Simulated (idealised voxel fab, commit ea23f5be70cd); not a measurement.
This section sets out a process module, namely voxel lift off.
Cross-sectional view cut (width: 285 nm; square cell size: 5 nm).
Reading order for cross-sections: top band down to bottom band. Underlying form: a grid of square cells. Band size: one or more rows of cells.
The band entry comprises the height of the band's top followed by the height of its bottom, expressed in nm, and subsequently the band's materials from left to right, each stated together with its width in nm. Where a single material is marked with the word "all across", that material fills the band from edge to edge. The word "blank" represents empty space.
Counting heights begins at 0, where everything beneath is, in the wafer as received, one material. The lowest band has no bottom; it goes on downwards, as "0 -> down" shows.
Width "30 to 40": first value at the band's top row of cells, second value at its bottom row, equal change from row to row.
Reading "remains unaltered" for a step: not a cell of the cross-section changed in it.
Enclosed voids (no open way to top), threshold 8 cells or more, entry "Enclosed void inventory", notation width x height at distance, distance from left edge, nm.
Read whatever lies past the settings on a step's line as the simulator's own remark about the step.
If you see "overlay nm" on a step's line and that step has a mask, it's telling you how far right of where it was planned the mask ended up; a negative number means it went left instead.
Here's what the planned process steps look like
- 1: RECEIVE, material Si
- 2: CONFORMAL_DEP, material SiO2, thk nm 15
- 3: PATTERN, tone open, mask id LINES, material resist, width nm 15, pitch nm 40, thk nm 20, overlay nm 0
- 4: DIRECTIONAL_DEP, material Ru, thk nm 10
- 5: STRIP, etch materials resist
- 6: CONFORMAL_DEP, material SiN, thk nm 10
Be aware that, although all wafers share a common starting state, the width nm at step 3 differs among them, and the plan displays the first wafer's value.
As-received state after step 1, first of several wafers, cross-section
	0 -> down | Si all across
	Enclosed void inventory: none
Depicted here is the first of several wafers in cross-section, at module completion following the last step, step 6
	35 -> 25 | blank=105, then SiN=35, then blank=5, then SiN=35, then blank=105
	25 -> 15 | SiN=115, then Ru=15, then SiN=25, then Ru=15, then SiN=115
	15 -> 0 | SiO2 all across
	0 -> down | Si all across
	Enclosed void inventory: none
Cross-section at module completion, last wafer
	35 -> 25 | blank=100, then SiN=85, then blank=100
	25 -> 15 | SiN=110, then Ru=25, then SiN=15, then Ru=25, then SiN=110
	15 -> 0 | SiO2 all across
	0 -> down | Si all across
	Enclosed void inventory: none
Below: a row per wafer. Contents at end of module: for every material, cells gained since receipt (+) or lost since receipt (-); then closed voids
width nm 15, +12 Ru, +130 SiN, +171 SiO2, Enclosed void inventory: none
width nm 20, +16 Ru, +130 SiN, +171 SiO2, Enclosed void inventory: none
width nm 25, +20 Ru, +128 SiN, +171 SiO2, Enclosed void inventory: none
